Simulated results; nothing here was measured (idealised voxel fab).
A process module follows: voxel capacitor over wiring.
210 nm wide, 5 nm square cells: that's cross-section cut.
Just so we're on the same page, the cross-sections are grids of square cells, and they're listed out in bands top to bottom, each band one or more rows deep. Look at the band entry: it leads with the top's height and the bottom's height in nm. Then it lists the materials left to right, with a width in nm for each. The word "throughout" on a single material says that material fills the band edge to edge. The word "blank" is empty space. A quick word on heights: they are counted from 0, and under that level the wafer as it came to us is one material throughout. The lowest band is different from the rest in having no bottom; it simply continues downward, written as in "0..down". The notation "30 to 40" denotes a width that varies across the rows of cells in the band, beginning at the first number in the top row, finishing at the second number in the bottom row, and changing by an identical amount from each row to the next. Basically "stayed the same" means that step didn't change any cell in the cross-section. "Closed internal cavities" specifies each empty space that is not open to the top and that occupies no fewer than 8 cells, using the form width x height at distance, the distance measured from the left edge and all three quantities in nm. Anything after a step's settings on that line? It's the simulator's own note about the step. overlay nm: for a step with a mask, the amount by which the mask lay right of where it was planned; a negative amount means left of it. How should the pairs below be read? Each gives the cross-section before one process step and the cross-section after it, the latter drawn only to the lowest band that changed; the step that lies between them, with its settings, appears under the pair. Does a pair pick up where the pair above left off? Only where its entry headed "Pre-step geometry" says so, since pairs can come from different runs of this module on the same starting wafer.

Pre-step geometry:
0..down: Si throughout
Closed internal cavities: none

Step Result:
15..0: SiO2 throughout
Note: structure below 0 unchanged.
Closed internal cavities: none
Between before and after above, the operation and settings are CONFORMAL_DEP,material SiO2,thk nm 15

Pre-step geometry: nothing new to draw here, it's the after view of the pair just above.

Step Result:
20..15: TiN throughout
Note: structure below 15 unchanged.
Closed internal cavities: none
Between before and after above, the operation and settings are DIRECTIONAL_DEP,material TiN,thk nm 5

Pre-step geometry: nothing new to draw here, it's the after view of the pair just above.

Step Result:
45..20: W throughout
Note: structure below 20 unchanged.
Closed internal cavities: none
Between before and after above, the operation and settings are DIRECTIONAL_DEP,material W,thk nm 25

Pre-step geometry: nothing new to draw here, it's the after view of the pair just above.

Step Result:
45..20: 55 of blank / 20 of W / 60 of blank / 20 of W / 55 of blank
Note: structure below 20 unchanged.
Closed internal cavities: none
Between before and after above, the operation and settings are MASKED_ETCH,tone cover,mask id METAL_1,width nm 20,pitch nm 80,etch materials W,depth nm 25,overlay nm 0

Pre-step geometry: nothing new to draw here, it's the after view of the pair just above.

Step Result:
45..20: 55 of blank / 20 of W / 60 of blank / 20 of W / 55 of blank
20..15: 55 of blank / 20 of TiN / 60 of blank / 20 of TiN / 55 of blank
Note: structure below 15 unchanged.
Closed internal cavities: none
Between before and after above, the operation and settings are MASKED_ETCH,tone cover,mask id METAL_1,width nm 20,pitch nm 80,etch materials TiN,depth nm 5,overlay nm 0

Pre-step geometry: nothing new to draw here, it's the after view of the pair just above.

Step Result:
50..45: 50 of blank / 30 of SiN / 50 of blank / 30 of SiN / 50 of blank
45..20: 50 of blank / 5 of SiN / 20 of W / 5 of SiN / 50 of blank / 5 of SiN / 20 of W / 5 of SiN / 50 of blank
20..15: 55 of SiN / 20 of TiN / 60 of SiN / 20 of TiN / 55 of SiN
Note: structure below 15 unchanged.
Closed internal cavities: none
Between before and after above, the operation and settings are CONFORMAL_DEP,material SiN,thk nm 5

Pre-step geometry: nothing new to draw here, it's the after view of the pair just above.

Step Result:
55..50: lowk throughout
50..45: 50 of lowk / 30 of SiN / 50 of lowk / 30 of SiN / 50 of lowk
45..20: 50 of lowk / 5 of SiN / 20 of W / 5 of SiN / 50 of lowk / 5 of SiN / 20 of W / 5 of SiN / 50 of lowk
Note: structure below 20 unchanged.
Closed internal cavities: none
Between before and after above, the operation and settings are FILL_DEP,material lowk,thk nm 5

Pre-step geometry: nothing new to draw here, it's the after view of the pair just above.

Step Result:
45..20: 50 of lowk / 5 of SiN / 20 of W / 5 of SiN / 50 of lowk / 5 of SiN / 20 of W / 5 of SiN / 50 of lowk
Note: structure below 20 unchanged.
Closed internal cavities: none
Between before and after above, the operation and settings are CMP,height nm 45

Pre-step geometry: nothing new to draw here, it's the after view of the pair just above.

Step Result:
50..45: SiCN throughout
Note: structure below 45 unchanged.
Closed internal cavities: none
Between before and after above, the operation and settings are CONFORMAL_DEP,material SiCN,thk nm 5

Pre-step geometry: nothing new to draw here, it's the after view of the pair just above.

Step Result:
60..50: SiO2 throughout
Note: structure below 50 unchanged.
Closed internal cavities: none
Between before and after above, the operation and settings are DIRECTIONAL_DEP,material SiO2,thk nm 10

Pre-step geometry: nothing new to draw here, it's the after view of the pair just above.

Step Result:
60..50: 60 of SiO2 / 15 of blank / 135 of SiO2
Note: structure below 50 unchanged.
Closed internal cavities: none
Between before and after above, the operation and settings are MASKED_ETCH,tone open,mask id PLUG_1,width nm 15,etch materials SiO2,depth nm 10,overlay nm 0

Pre-step geometry: nothing new to draw here, it's the after view of the pair just above.

Step Result:
60..50: 60 of SiO2 / 15 of blank / 135 of SiO2
50..45: 60 of SiCN / 15 of blank / 135 of SiCN
Note: structure below 45 unchanged.
Closed internal cavities: none
Between before and after above, the operation and settings are MASKED_ETCH,tone open,mask id PLUG_1,width nm 15,etch materials SiCN,depth nm 5,overlay nm 0

Pre-step geometry: nothing new to draw here, it's the after view of the pair just above.

Step Result:
65..60: 65 of TiN / 5 of blank / 140 of TiN
60..50: 60 of SiO2 / 5 of TiN / 5 of blank / 5 of TiN / 135 of SiO2
50..45: 60 of SiCN / 15 of TiN / 135 of SiCN
Note: structure below 45 unchanged.
Closed internal cavities: none
Between before and after above, the operation and settings are CONFORMAL_DEP,material TiN,thk nm 5

Pre-step geometry: nothing new to draw here, it's the after view of the pair just above.

Step Result:
70..65: Cu throughout
65..60: 65 of TiN / 5 of Cu / 140 of TiN
60..50: 60 of SiO2 / 5 of TiN / 5 of Cu / 5 of TiN / 135 of SiO2
Note: structure below 50 unchanged.
Closed internal cavities: none
Between before and after above, the operation and settings are FILL_DEP,material Cu,thk nm 5

Pre-step geometry: nothing new to draw here, it's the after view of the pair just above.

Step Result:
60..50: 60 of SiO2 / 5 of TiN / 5 of Cu / 5 of TiN / 135 of SiO2
Note: structure below 50 unchanged.
Closed internal cavities: none
Between before and after above, the operation and settings are CMP,height nm 60

Pre-step geometry: nothing new to draw here, it's the after view of the pair just above.

Step Result:
65..60: TiN throughout
Note: structure below 60 unchanged.
Closed internal cavities: none
Between before and after above, the operation and settings are DIRECTIONAL_DEP,material TiN,thk nm 5

Pre-step geometry: nothing new to draw here, it's the after view of the pair just above.

Step Result:
70..65: Al2O3 throughout
Note: structure below 65 unchanged.
Closed internal cavities: none
Between before and after above, the operation and settings are DIRECTIONAL_DEP,material Al2O3,thk nm 5

Pre-step geometry: nothing new to draw here, it's the after view of the pair just above.

Step Result:
80..70: TiN throughout
Note: structure below 70 unchanged.
Closed internal cavities: none
Between before and after above, the operation and settings are DIRECTIONAL_DEP,material TiN,thk nm 10

Pre-step geometry: nothing new to draw here, it's the after view of the pair just above.

Step Result:
90..80: aC throughout
Note: structure below 80 unchanged.
Closed internal cavities: none
Between before and after above, the operation and settings are DIRECTIONAL_DEP,material aC,thk nm 10

Pre-step geometry: nothing new to draw here, it's the after view of the pair just above.

Step Result:
115..90: 60 of blank / 65 of resist / 85 of blank
Note: structure below 90 unchanged.
Closed internal cavities: none
Between before and after above, the operation and settings are PATTERN,tone cover,mask id UPPER_PLATE,material resist,width nm 65,thk nm 25,overlay nm 0

Pre-step geometry: nothing new to draw here, it's the after view of the pair just above.

Step Result:
105..90: 60 of blank / 65 of resist / 85 of blank
90..80: 60 of blank / 65 of aC / 85 of blank
Note: structure below 80 unchanged.
Closed internal cavities: none
Between before and after above, the operation and settings are DIRECTIONAL_ETCH,etch materials aC,depth nm 10

Pre-step geometry: nothing new to draw here, it's the after view of the pair just above.

Step Result:
90..80: 60 of blank / 65 of aC / 85 of blank
Note: structure below 80 unchanged.
Closed internal cavities: none
Between before and after above, the operation and settings are STRIP,etch materials resist

Pre-step geometry: nothing new to draw here, it's the after view of the pair just above.

Step Result:
90..80: 60 of blank / 65 of aC / 85 of blank
80..70: 60 of blank / 65 of TiN / 85 of blank
Note: structure below 70 unchanged.
Closed internal cavities: none
Between before and after above, the operation and settings are DIRECTIONAL_ETCH,etch materials TiN,depth nm 10

Pre-step geometry: nothing new to draw here, it's the after view of the pair just above.

Step Result:
90..80: 60 of blank / 65 of aC / 85 of blank
80..70: 60 of blank / 65 of TiN / 85 of blank
70..65: 60 of blank / 65 of Al2O3 / 85 of blank
Note: structure below 65 unchanged.
Closed internal cavities: none
Between before and after above, the operation and settings are DIRECTIONAL_ETCH,etch materials Al2O3,depth nm 5

Pre-step geometry: nothing new to draw here, it's the after view of the pair just above.

Step Result:
80..70: 60 of blank / 65 of TiN / 85 of blank
Note: structure below 70 unchanged.
Closed internal cavities: none
Between before and after above, the operation and settings are STRIP,etch materials aC

Pre-step geometry: nothing new to draw here, it's the after view of the pair just above.

Step Result:
90..80: 60 of blank / 65 of aC / 85 of blank
80..75: 60 of blank / 65 of TiN / 85 of blank
75..70: 60 of aC / 65 of TiN / 85 of aC
70..65: 60 of aC / 65 of Al2O3 / 85 of aC
Note: structure below 65 unchanged.
Closed internal cavities: none
Between before and after above, the operation and settings are DIRECTIONAL_DEP,material aC,thk nm 10

Pre-step geometry: nothing new to draw here, it's the after view of the pair just above.

Step Result:
120..90: 55 of blank / 75 of resist / 80 of blank
90..80: 55 of blank / 5 of resist / 65 of aC / 5 of resist / 80 of blank
80..75: 55 of blank / 5 of resist / 65 of TiN / 5 of resist / 80 of blank
Note: structure below 75 unchanged.
Closed internal cavities: none
Between before and after above, the operation and settings are PATTERN,tone cover,mask id LOWER_PLATE,material resist,width nm 75,thk nm 30,overlay nm 0

Pre-step geometry: nothing new to draw here, it's the after view of the pair just above.

Step Result:
110..90: 55 of blank / 75 of resist / 80 of blank
90..80: 55 of blank / 5 of resist / 65 of aC / 5 of resist / 80 of blank
80..75: 55 of blank / 5 of resist / 65 of TiN / 5 of resist / 80 of blank
75..70: 55 of blank / 5 of aC / 65 of TiN / 5 of aC / 80 of blank
70..65: 55 of blank / 5 of aC / 65 of Al2O3 / 5 of aC / 80 of blank
Note: structure below 65 unchanged.
Closed internal cavities: none
Between before and after above, the operation and settings are DIRECTIONAL_ETCH,etch materials aC,depth nm 10

Pre-step geometry: nothing new to draw here, it's the after view of the pair just above.

Step Result:
90..80: 60 of blank / 65 of aC / 85 of blank
80..75: 60 of blank / 65 of TiN / 85 of blank
Note: structure below 75 unchanged.
Closed internal cavities: none
Between before and after above, the operation and settings are STRIP,etch materials resist

Pre-step geometry: nothing new to draw here, it's the after view of the pair just above.

Step Result:
90..80: 60 of blank / 65 of aC / 85 of blank
80..75: 60 of blank / 65 of TiN / 85 of blank
75..70: 55 of blank / 5 of aC / 65 of TiN / 5 of aC / 80 of blank
70..65: 55 of blank / 5 of aC / 65 of Al2O3 / 5 of aC / 80 of blank
65..60: 55 of blank / 75 of TiN / 80 of blank
Note: structure below 60 unchanged.
Closed internal cavities: none
Between before and after above, the operation and settings are DIRECTIONAL_ETCH,etch materials TiN,depth nm 5

Pre-step geometry: nothing new to draw here, it's the after view of the pair just above.

Step Result:
80..70: 60 of blank / 65 of TiN / 85 of blank
70..65: 60 of blank / 65 of Al2O3 / 85 of blank
Note: structure below 65 unchanged.
Closed internal cavities: none
Between before and after above, the operation and settings are STRIP,etch materials aC

Pre-step geometry: nothing new to draw here, it's the after view of the pair just above.

Step Result:
100..80: SiO2 throughout
80..70: 60 of SiO2 / 65 of TiN / 85 of SiO2
70..65: 60 of SiO2 / 65 of Al2O3 / 85 of SiO2
65..60: 55 of SiO2 / 75 of TiN / 80 of SiO2
Note: structure below 60 unchanged.
Closed internal cavities: none
Between before and after above, the operation and settings are FILL_DEP,material SiO2,thk nm 20

Pre-step geometry: nothing new to draw here, it's the after view of the pair just above.

Step Result:
95..80: SiO2 throughout
Note: structure below 80 unchanged.
Closed internal cavities: none
Between before and after above, the operation and settings are CMP,height nm 95

Pre-step geometry: nothing new to draw here, it's the after view of the pair just above.

Step Result:
95..80: 70 of SiO2 / 15 of blank / 125 of SiO2
Note: structure below 80 unchanged.
Closed internal cavities: none
Between before and after above, the operation and settings are MASKED_ETCH,tone open,mask id PLUG_2,width nm 15,etch materials SiO2,depth nm 15,overlay nm 0

Pre-step geometry: nothing new to draw here, it's the after view of the pair just above.

Step Result:
100..95: 75 of TiN / 5 of blank / 130 of TiN
95..85: 70 of SiO2 / 5 of TiN / 5 of blank / 5 of TiN / 125 of SiO2
85..80: 70 of SiO2 / 15 of TiN / 125 of SiO2
Note: structure below 80 unchanged.
Closed internal cavities: none
Between before and after above, the operation and settings are CONFORMAL_DEP,material TiN,thk nm 5

Pre-step geometry: nothing new to draw here, it's the after view of the pair just above.

Step Result:
105..100: Ru throughout
100..95: 75 of TiN / 5 of Ru / 130 of TiN
95..85: 70 of SiO2 / 5 of TiN / 5 of Ru / 5 of TiN / 125 of SiO2
Note: structure below 85 unchanged.
Closed internal cavities: none
Between before and after above, the operation and settings are FILL_DEP,material Ru,thk nm 5

Pre-step geometry: nothing new to draw here, it's the after view of the pair just above.

Step Result:
95..85: 70 of SiO2 / 5 of TiN / 5 of Ru / 5 of TiN / 125 of SiO2
Note: structure below 85 unchanged.
Closed internal cavities: none
Between before and after above, the operation and settings are CMP,height nm 95

Pre-step geometry: nothing new to draw here, it's the after view of the pair just above.

Step Result:
100..95: SiCN throughout
Note: structure below 95 unchanged.
Closed internal cavities: none
Between before and after above, the operation and settings are CONFORMAL_DEP,material SiCN,thk nm 5

Pre-step geometry:
65..60: TiN throughout
60..50: 60 of SiO2 / 5 of TiN / 5 of Cu / 5 of TiN / 135 of SiO2
50..45: 60 of SiCN / 15 of TiN / 135 of SiCN
45..20: 50 of lowk / 5 of SiN / 20 of W / 5 of SiN / 50 of lowk / 5 of SiN / 20 of W / 5 of SiN / 50 of lowk
20..15: 55 of SiN / 20 of TiN / 60 of SiN / 20 of TiN / 55 of SiN
15..0: SiO2 throughout
0..down: Si throughout
Closed internal cavities: none

Step Result:
75..60: TiN throughout
Note: structure below 60 unchanged.
Closed internal cavities: none
Between before and after above, the operation and settings are DIRECTIONAL_DEP,material TiN,thk nm 10

Pre-step geometry: nothing new to draw here, it's the after view of the pair just above.

Step Result:
85..75: aC throughout
Note: structure below 75 unchanged.
Closed internal cavities: none
Between before and after above, the operation and settings are DIRECTIONAL_DEP,material aC,thk nm 10

Pre-step geometry: nothing new to draw here, it's the after view of the pair just above.

Step Result:
110..85: 60 of blank / 65 of resist / 85 of blank
Note: structure below 85 unchanged.
Closed internal cavities: none
Between before and after above, the operation and settings are PATTERN,tone cover,mask id UPPER_PLATE,material resist,width nm 65,thk nm 25,overlay nm 0

Pre-step geometry: nothing new to draw here, it's the after view of the pair just above.

Step Result:
100..85: 60 of blank / 65 of resist / 85 of blank
85..75: 60 of blank / 65 of aC / 85 of blank
Note: structure below 75 unchanged.
Closed internal cavities: none
Between before and after above, the operation and settings are DIRECTIONAL_ETCH,etch materials aC,depth nm 10

Pre-step geometry: nothing new to draw here, it's the after view of the pair just above.

Step Result:
85..75: 60 of blank / 65 of aC / 85 of blank
Note: structure below 75 unchanged.
Closed internal cavities: none
Between before and after above, the operation and settings are STRIP,etch materials resist

Pre-step geometry: nothing new to draw here, it's the after view of the pair just above.

Step Result:
85..75: 60 of blank / 65 of aC / 85 of blank
75..65: 60 of blank / 65 of TiN / 85 of blank
Note: structure below 65 unchanged.
Closed internal cavities: none
Between before and after above, the operation and settings are DIRECTIONAL_ETCH,etch materials TiN,depth nm 10

Pre-step geometry: nothing new to draw here, it's the after view of the pair just above.

Step Result:
75..65: 60 of blank / 65 of TiN / 85 of blank
Note: structure below 65 unchanged.
Closed internal cavities: none
Between before and after above, the operation and settings are STRIP,etch materials aC

Pre-step geometry: nothing new to draw here, it's the after view of the pair just above.

Step Result:
85..75: 60 of blank / 65 of aC / 85 of blank
75..65: 60 of aC / 65 of TiN / 85 of aC
Note: structure below 65 unchanged.
Closed internal cavities: none
Between before and after above, the operation and settings are DIRECTIONAL_DEP,material aC,thk nm 10

Pre-step geometry: nothing new to draw here, it's the after view of the pair just above.

Step Result:
115..85: 55 of blank / 75 of resist / 80 of blank
85..75: 55 of blank / 5 of resist / 65 of aC / 5 of resist / 80 of blank
Note: structure below 75 unchanged.
Closed internal cavities: none
Between before and after above, the operation and settings are PATTERN,tone cover,mask id LOWER_PLATE,material resist,width nm 75,thk nm 30,overlay nm 0

Pre-step geometry: nothing new to draw here, it's the after view of the pair just above.

Step Result:
105..85: 55 of blank / 75 of resist / 80 of blank
85..75: 55 of blank / 5 of resist / 65 of aC / 5 of resist / 80 of blank
75..65: 55 of blank / 5 of aC / 65 of TiN / 5 of aC / 80 of blank
Note: structure below 65 unchanged.
Closed internal cavities: none
Between before and after above, the operation and settings are DIRECTIONAL_ETCH,etch materials aC,depth nm 10

Pre-step geometry: nothing new to draw here, it's the after view of the pair just above.

Step Result:
85..75: 60 of blank / 65 of aC / 85 of blank
Note: structure below 75 unchanged.
Closed internal cavities: none
Between before and after above, the operation and settings are STRIP,etch materials resist

Pre-step geometry: nothing new to draw here, it's the after view of the pair just above.

Step Result:
85..75: 60 of blank / 65 of aC / 85 of blank
75..65: 55 of blank / 5 of aC / 65 of TiN / 5 of aC / 80 of blank
65..60: 55 of blank / 75 of TiN / 80 of blank
Note: structure below 60 unchanged.
Closed internal cavities: none
Between before and after above, the operation and settings are DIRECTIONAL_ETCH,etch materials TiN,depth nm 5

Pre-step geometry: nothing new to draw here, it's the after view of the pair just above.

Step Result:
75..65: 60 of blank / 65 of TiN / 85 of blank
Note: structure below 65 unchanged.
Closed internal cavities: none
Between before and after above, the operation and settings are STRIP,etch materials aC

Pre-step geometry: nothing new to draw here, it's the after view of the pair just above.

Step Result:
95..75: SiO2 throughout
75..65: 60 of SiO2 / 65 of TiN / 85 of SiO2
65..60: 55 of SiO2 / 75 of TiN / 80 of SiO2
Note: structure below 60 unchanged.
Closed internal cavities: none
Between before and after above, the operation and settings are FILL_DEP,material SiO2,thk nm 20

Pre-step geometry: nothing new to draw here, it's the after view of the pair just above.

Step Result:
95..80: 70 of SiO2 / 15 of blank / 125 of SiO2
Note: structure below 80 unchanged.
Closed internal cavities: none
Between before and after above, the operation and settings are MASKED_ETCH,tone open,mask id PLUG_2,width nm 15,etch materials SiO2,depth nm 15,overlay nm 0

Pre-step geometry: nothing new to draw here, it's the after view of the pair just above.

Step Result:
100..95: 75 of TiN / 5 of blank / 130 of TiN
95..85: 70 of SiO2 / 5 of TiN / 5 of blank / 5 of TiN / 125 of SiO2
85..80: 70 of SiO2 / 15 of TiN / 125 of SiO2
Note: structure below 80 unchanged.
Closed internal cavities: none
Between before and after above, the operation and settings are CONFORMAL_DEP,material TiN,thk nm 5

Pre-step geometry: nothing new to draw here, it's the after view of the pair just above.

Step Result:
105..100: Ru throughout
100..95: 75 of TiN / 5 of Ru / 130 of TiN
95..85: 70 of SiO2 / 5 of TiN / 5 of Ru / 5 of TiN / 125 of SiO2
Note: structure below 85 unchanged.
Closed internal cavities: none
Between before and after above, the operation and settings are FILL_DEP,material Ru,thk nm 5

Pre-step geometry: nothing new to draw here, it's the after view of the pair just above.

Step Result:
95..85: 70 of SiO2 / 5 of TiN / 5 of Ru / 5 of TiN / 125 of SiO2
Note: structure below 85 unchanged.
Closed internal cavities: none
Between before and after above, the operation and settings are CMP,height nm 95

Pre-step geometry: nothing new to draw here, it's the after view of the pair just above.

Step Result:
100..95: SiCN throughout
Note: structure below 95 unchanged.
Closed internal cavities: none
Between before and after above, the operation and settings are CONFORMAL_DEP,material SiCN,thk nm 5

Pre-step geometry:
15..0: SiO2 throughout
0..down: Si throughout
Closed internal cavities: none

Step Result:
30..0: SiO2 throughout
Note: structure below 0 unchanged.
Closed internal cavities: none
Between before and after above, the operation and settings are CONFORMAL_DEP,material SiO2,thk nm 15

Pre-step geometry: nothing new to draw here, it's the after view of the pair just above.

Step Result:
35..30: TiN throughout
Note: structure below 30 unchanged.
Closed internal cavities: none
Between before and after above, the operation and settings are DIRECTIONAL_DEP,material TiN,thk nm 5

Pre-step geometry: nothing new to draw here, it's the after view of the pair just above.

Step Result:
60..35: W throughout
Note: structure below 35 unchanged.
Closed internal cavities: none
Between before and after above, the operation and settings are DIRECTIONAL_DEP,material W,thk nm 25

Pre-step geometry: nothing new to draw here, it's the after view of the pair just above.

Step Result:
60..35: 55 of blank / 20 of W / 60 of blank / 20 of W / 55 of blank
Note: structure below 35 unchanged.
Closed internal cavities: none
Between before and after above, the operation and settings are MASKED_ETCH,tone cover,mask id METAL_1,width nm 20,pitch nm 80,etch materials W,depth nm 25,overlay nm 0

Pre-step geometry: nothing new to draw here, it's the after view of the pair just above.

Step Result:
60..35: 55 of blank / 20 of W / 60 of blank / 20 of W / 55 of blank
35..30: 55 of blank / 20 of TiN / 60 of blank / 20 of TiN / 55 of blank
Note: structure below 30 unchanged.
Closed internal cavities: none
Between before and after above, the operation and settings are MASKED_ETCH,tone cover,mask id METAL_1,width nm 20,pitch nm 80,etch materials TiN,depth nm 5,overlay nm 0

Pre-step geometry: nothing new to draw here, it's the after view of the pair just above.

Step Result:
65..60: 50 of blank / 30 of SiN / 50 of blank / 30 of SiN / 50 of blank
60..35: 50 of blank / 5 of SiN / 20 of W / 5 of SiN / 50 of blank / 5 of SiN / 20 of W / 5 of SiN / 50 of blank
35..30: 55 of SiN / 20 of TiN / 60 of SiN / 20 of TiN / 55 of SiN
Note: structure below 30 unchanged.
Closed internal cavities: none
Between before and after above, the operation and settings are CONFORMAL_DEP,material SiN,thk nm 5

Pre-step geometry: nothing new to draw here, it's the after view of the pair just above.

Step Result:
70..65: lowk throughout
65..60: 50 of lowk / 30 of SiN / 50 of lowk / 30 of SiN / 50 of lowk
60..35: 50 of lowk / 5 of SiN / 20 of W / 5 of SiN / 50 of lowk / 5 of SiN / 20 of W / 5 of SiN / 50 of lowk
Note: structure below 35 unchanged.
Closed internal cavities: none
Between before and after above, the operation and settings are FILL_DEP,material lowk,thk nm 5

Pre-step geometry: nothing new to draw here, it's the after view of the pair just above.

Step Result:
45..35: 50 of lowk / 5 of SiN / 20 of W / 5 of SiN / 50 of lowk / 5 of SiN / 20 of W / 5 of SiN / 50 of lowk
Note: structure below 35 unchanged.
Closed internal cavities: none
Between before and after above, the operation and settings are CMP,height nm 45

Pre-step geometry: nothing new to draw here, it's the after view of the pair just above.

Step Result:
50..45: SiCN throughout
Note: structure below 45 unchanged.
Closed internal cavities: none
Between before and after above, the operation and settings are CONFORMAL_DEP,material SiCN,thk nm 5

Pre-step geometry: nothing new to draw here, it's the after view of the pair just above.

Step Result:
60..50: SiO2 throughout
Note: structure below 50 unchanged.
Closed internal cavities: none
Between before and after above, the operation and settings are DIRECTIONAL_DEP,material SiO2,thk nm 10

Pre-step geometry: nothing new to draw here, it's the after view of the pair just above.

Step Result:
60..50: 60 of SiO2 / 15 of blank / 135 of SiO2
Note: structure below 50 unchanged.
Closed internal cavities: none
Between before and after above, the operation and settings are MASKED_ETCH,tone open,mask id PLUG_1,width nm 15,etch materials SiO2,depth nm 10,overlay nm 0

Pre-step geometry: nothing new to draw here, it's the after view of the pair just above.

Step Result:
60..50: 60 of SiO2 / 15 of blank / 135 of SiO2
50..45: 60 of SiCN / 15 of blank / 135 of SiCN
Note: structure below 45 unchanged.
Closed internal cavities: none
Between before and after above, the operation and settings are MASKED_ETCH,tone open,mask id PLUG_1,width nm 15,etch materials SiCN,depth nm 5,overlay nm 0

Pre-step geometry: nothing new to draw here, it's the after view of the pair just above.

Step Result:
65..60: 65 of TiN / 5 of blank / 140 of TiN
60..50: 60 of SiO2 / 5 of TiN / 5 of blank / 5 of TiN / 135 of SiO2
50..45: 60 of SiCN / 15 of TiN / 135 of SiCN
Note: structure below 45 unchanged.
Closed internal cavities: none
Between before and after above, the operation and settings are CONFORMAL_DEP,material TiN,thk nm 5

Pre-step geometry: nothing new to draw here, it's the after view of the pair just above.

Step Result:
70..65: Cu throughout
65..60: 65 of TiN / 5 of Cu / 140 of TiN
60..50: 60 of SiO2 / 5 of TiN / 5 of Cu / 5 of TiN / 135 of SiO2
Note: structure below 50 unchanged.
Closed internal cavities: none
Between before and after above, the operation and settings are FILL_DEP,material Cu,thk nm 5

Pre-step geometry: nothing new to draw here, it's the after view of the pair just above.

Step Result:
60..50: 60 of SiO2 / 5 of TiN / 5 of Cu / 5 of TiN / 135 of SiO2
Note: structure below 50 unchanged.
Closed internal cavities: none
Between before and after above, the operation and settings are CMP,height nm 60

Pre-step geometry: nothing new to draw here, it's the after view of the pair just above.

Step Result:
65..60: TiN throughout
Note: structure below 60 unchanged.
Closed internal cavities: none
Between before and after above, the operation and settings are DIRECTIONAL_DEP,material TiN,thk nm 5

Pre-step geometry: nothing new to draw here, it's the after view of the pair just above.

Step Result:
70..65: Al2O3 throughout
Note: structure below 65 unchanged.
Closed internal cavities: none
Between before and after above, the operation and settings are DIRECTIONAL_DEP,material Al2O3,thk nm 5

Pre-step geometry: nothing new to draw here, it's the after view of the pair just above.

Step Result:
80..70: TiN throughout
Note: structure below 70 unchanged.
Closed internal cavities: none
Between before and after above, the operation and settings are DIRECTIONAL_DEP,material TiN,thk nm 10

Pre-step geometry: nothing new to draw here, it's the after view of the pair just above.

Step Result:
90..80: aC throughout
Note: structure below 80 unchanged.
Closed internal cavities: none
Between before and after above, the operation and settings are DIRECTIONAL_DEP,material aC,thk nm 10

Pre-step geometry: nothing new to draw here, it's the after view of the pair just above.

Step Result:
115..90: 60 of blank / 65 of resist / 85 of blank
Note: structure below 90 unchanged.
Closed internal cavities: none
Between before and after above, the operation and settings are PATTERN,tone cover,mask id UPPER_PLATE,material resist,width nm 65,thk nm 25,overlay nm 0

Pre-step geometry: nothing new to draw here, it's the after view of the pair just above.

Step Result:
105..90: 60 of blank / 65 of resist / 85 of blank
90..80: 60 of blank / 65 of aC / 85 of blank
Note: structure below 80 unchanged.
Closed internal cavities: none
Between before and after above, the operation and settings are DIRECTIONAL_ETCH,etch materials aC,depth nm 10

Pre-step geometry: nothing new to draw here, it's the after view of the pair just above.

Step Result:
90..80: 60 of blank / 65 of aC / 85 of blank
Note: structure below 80 unchanged.
Closed internal cavities: none
Between before and after above, the operation and settings are STRIP,etch materials resist

Pre-step geometry: nothing new to draw here, it's the after view of the pair just above.

Step Result:
90..80: 60 of blank / 65 of aC / 85 of blank
80..70: 60 of blank / 65 of TiN / 85 of blank
Note: structure below 70 unchanged.
Closed internal cavities: none
Between before and after above, the operation and settings are DIRECTIONAL_ETCH,etch materials TiN,depth nm 10

Pre-step geometry: nothing new to draw here, it's the after view of the pair just above.

Step Result:
90..80: 60 of blank / 65 of aC / 85 of blank
80..70: 60 of blank / 65 of TiN / 85 of blank
70..65: 60 of blank / 65 of Al2O3 / 85 of blank
Note: structure below 65 unchanged.
Closed internal cavities: none
Between before and after above, the operation and settings are DIRECTIONAL_ETCH,etch materials Al2O3,depth nm 5

Pre-step geometry: nothing new to draw here, it's the after view of the pair just above.

Step Result:
80..70: 60 of blank / 65 of TiN / 85 of blank
Note: structure below 70 unchanged.
Closed internal cavities: none
Between before and after above, the operation and settings are STRIP,etch materials aC

Pre-step geometry: nothing new to draw here, it's the after view of the pair just above.

Step Result:
90..80: 60 of blank / 65 of aC / 85 of blank
80..75: 60 of blank / 65 of TiN / 85 of blank
75..70: 60 of aC / 65 of TiN / 85 of aC
70..65: 60 of aC / 65 of Al2O3 / 85 of aC
Note: structure below 65 unchanged.
Closed internal cavities: none
Between before and after above, the operation and settings are DIRECTIONAL_DEP,material aC,thk nm 10

Pre-step geometry: nothing new to draw here, it's the after view of the pair just above.

Step Result:
120..90: 55 of blank / 75 of resist / 80 of blank
90..80: 55 of blank / 5 of resist / 65 of aC / 5 of resist / 80 of blank
80..75: 55 of blank / 5 of resist / 65 of TiN / 5 of resist / 80 of blank
Note: structure below 75 unchanged.
Closed internal cavities: none
Between before and after above, the operation and settings are PATTERN,tone cover,mask id LOWER_PLATE,material resist,width nm 75,thk nm 30,overlay nm 0

Pre-step geometry: nothing new to draw here, it's the after view of the pair just above.

Step Result:
110..90: 55 of blank / 75 of resist / 80 of blank
90..80: 55 of blank / 5 of resist / 65 of aC / 5 of resist / 80 of blank
80..75: 55 of blank / 5 of resist / 65 of TiN / 5 of resist / 80 of blank
75..70: 55 of blank / 5 of aC / 65 of TiN / 5 of aC / 80 of blank
70..65: 55 of blank / 5 of aC / 65 of Al2O3 / 5 of aC / 80 of blank
Note: structure below 65 unchanged.
Closed internal cavities: none
Between before and after above, the operation and settings are DIRECTIONAL_ETCH,etch materials aC,depth nm 10

Pre-step geometry: nothing new to draw here, it's the after view of the pair just above.

Step Result:
90..80: 60 of blank / 65 of aC / 85 of blank
80..75: 60 of blank / 65 of TiN / 85 of blank
Note: structure below 75 unchanged.
Closed internal cavities: none
Between before and after above, the operation and settings are STRIP,etch materials resist

Pre-step geometry: nothing new to draw here, it's the after view of the pair just above.

Step Result:
90..80: 60 of blank / 65 of aC / 85 of blank
80..75: 60 of blank / 65 of TiN / 85 of blank
75..70: 55 of blank / 5 of aC / 65 of TiN / 5 of aC / 80 of blank
70..65: 55 of blank / 5 of aC / 65 of Al2O3 / 5 of aC / 80 of blank
65..60: 55 of blank / 75 of TiN / 80 of blank
Note: structure below 60 unchanged.
Closed internal cavities: none
Between before and after above, the operation and settings are DIRECTIONAL_ETCH,etch materials TiN,depth nm 5

Pre-step geometry: nothing new to draw here, it's the after view of the pair just above.

Step Result:
80..70: 60 of blank / 65 of TiN / 85 of blank
70..65: 60 of blank / 65 of Al2O3 / 85 of blank
Note: structure below 65 unchanged.
Closed internal cavities: none
Between before and after above, the operation and settings are STRIP,etch materials aC
